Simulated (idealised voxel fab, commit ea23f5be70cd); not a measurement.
A process module follows: voxel wiring stack.
The cross-section on display is named cut; it measures 255 nm wide, and its cells are 5 nm squares.
Reading order for cross-sections: top band down to bottom band. Underlying form: a grid of square cells. Band size: one or more rows of cells.
Band: top height; bottom height; in nm. Then, left to right: material with width in nm, for each material. "edge to edge": a single material spanning edge to edge. "empty": empty space.
Heads up on the height convention: 0 is the point under which the incoming wafer is all one material, and the lowest band has no bottom, it just keeps going down, like "from 0 down".
Graded width ("30 to 40"): value in top row of band = first number; value in bottom row = second number; row-to-row change constant.
What does "everything unchanged" mean for a step? It means no cell of the cross-section changed in that step.
Under "Closed voids list" you'll find the enclosed gaps, the ones with no way out to the top, that are 8 cells or bigger; each reads width x height at distance, with distance counted from the left edge, everything in nm.
Anything after a step's settings on that line? It's the simulator's own note about the step.
overlay nm: mask offset rightward from planned place, masked step; negative means leftward offset.
[Planned step list for the process]
| 1 | RECEIVE [material Si] |
| 2 | CONFORMAL_DEP [material SiO2] [thk nm 15] |
| 3 | CONFORMAL_DEP [material SiN] [thk nm 5] |
| 4 | DIRECTIONAL_DEP [material lowk] [thk nm 15] |
| 5 | DIRECTIONAL_DEP [material aC] [thk nm 10] |
| 6 | PATTERN [tone open] [mask id METAL_1] [material resist] [width nm 20] [pitch nm 35] [thk nm 25] [overlay nm 0] |
| 7 | DIRECTIONAL_ETCH [etch materials aC] [depth nm 10] |
| 8 | STRIP [etch materials resist] |
| 9 | DIRECTIONAL_ETCH [etch materials lowk] [depth nm 15] |
| 10 | DIRECTIONAL_ETCH [etch materials SiN] [depth nm 5] |
| 11 | STRIP [etch materials aC] |
| 12 | CONFORMAL_DEP [material TiN] [thk nm 5] |
| 13 | FILL_DEP [material Cu] [thk nm 10] |
| 14 | CMP [height nm 35] |
| 15 | CONFORMAL_DEP [material SiCN] [thk nm 5] |
| 16 | DIRECTIONAL_DEP [material lowk] [thk nm 30] |
| 17 | PATTERN [tone open] [mask id METAL_2_HOLES] [material resist] [width nm 15] [pitch nm 70] [thk nm 15] [overlay nm 0] |
| 18 | DIRECTIONAL_ETCH [etch materials lowk] [depth nm 30] |
| 19 | STRIP [etch materials resist] |
| 20 | MASKED_ETCH [tone open] [mask id METAL_2] [width nm 20] [pitch nm 35] [etch materials lowk] [depth nm 20] [overlay nm 0] |
| 21 | MASKED_ETCH [tone open] [mask id METAL_2] [width nm 20] [pitch nm 35] [etch materials SiCN] [depth nm 5] [overlay nm 0] |
| 22 | CONFORMAL_DEP [material TiN] [thk nm 5] |
| 23 | FILL_DEP [material Cu] [thk nm 5] |
| 24 | CMP [height nm 70] |
| 25 | CONFORMAL_DEP [material SiN] [thk nm 5] |
[As-received wafer cross-section (after step 1)]
* from 0 down | Si edge to edge
* Closed voids list: none
[End-of-module XS, first of two wafers, run as planned]
* from 75 to 70 | SiN edge to edge
* from 70 to 55 | 65 of lowk | 5 of TiN | 10 of Cu | 5 of TiN | 15 of lowk | 5 of TiN | 10 of Cu | 5 of TiN | 15 of lowk | 5 of TiN | 10 of Cu | 5 of TiN | 15 of lowk | 5 of TiN | 10 of Cu | 5 of TiN | 65 of lowk
* from 55 to 50 | 65 of lowk | 5 of TiN | 5 of Cu | 10 of TiN | 15 of lowk | 20 of TiN | 15 of lowk | 5 of TiN | 5 of Cu | 10 of TiN | 15 of lowk | 20 of TiN | 65 of lowk
* from 50 to 40 | 65 of lowk | 5 of TiN | 5 of Cu | 5 of TiN | 55 of lowk | 5 of TiN | 5 of Cu | 5 of TiN | 105 of lowk
* from 40 to 35 | 65 of SiCN | 15 of TiN | 55 of SiCN | 15 of TiN | 105 of SiCN
* from 35 to 20 | 65 of lowk | 5 of TiN | 10 of Cu | 5 of TiN | 15 of lowk | 5 of TiN | 10 of Cu | 5 of TiN | 15 of lowk | 5 of TiN | 10 of Cu | 5 of TiN | 15 of lowk | 5 of TiN | 10 of Cu | 5 of TiN | 65 of lowk
* from 20 to 15 | 65 of SiN | 20 of TiN | 15 of SiN | 20 of TiN | 15 of SiN | 20 of TiN | 15 of SiN | 20 of TiN | 65 of SiN
* from 15 to 0 | SiO2 edge to edge
* from 0 down | Si edge to edge
* Closed voids list: none
[What the second wafer looks like in cross-section once the module is done. Its start and its plan matched the first wafer's exactly; what differed was one mistake in how it was run]
* from 75 to 70 | SiN edge to edge
* from 70 to 65 | 65 of SiCN | 20 of TiN | 15 of SiCN | 20 of TiN | 15 of SiCN | 20 of TiN | 15 of SiCN | 20 of TiN | 65 of SiCN
* from 65 to 35 | lowk edge to edge
* from 35 to 20 | 65 of lowk | 5 of TiN | 10 of Cu | 5 of TiN | 15 of lowk | 5 of TiN | 10 of Cu | 5 of TiN | 15 of lowk | 5 of TiN | 10 of Cu | 5 of TiN | 15 of lowk | 5 of TiN | 10 of Cu | 5 of TiN | 65 of lowk
* from 20 to 15 | 65 of SiN | 20 of TiN | 15 of SiN | 20 of TiN | 15 of SiN | 20 of TiN | 15 of SiN | 20 of TiN | 65 of SiN
* from 15 to 0 | SiO2 edge to edge
* from 0 down | Si edge to edge
* Closed voids list: none
The plan and the run diverged here: steps 15 and 16 run out of order (swapped)
FYI, end of process, the second wafer has more or fewer cells of some materials than the first: 30 fewer of Cu | 10 fewer of SiCN | 36 fewer of TiN | 76 more of lowk
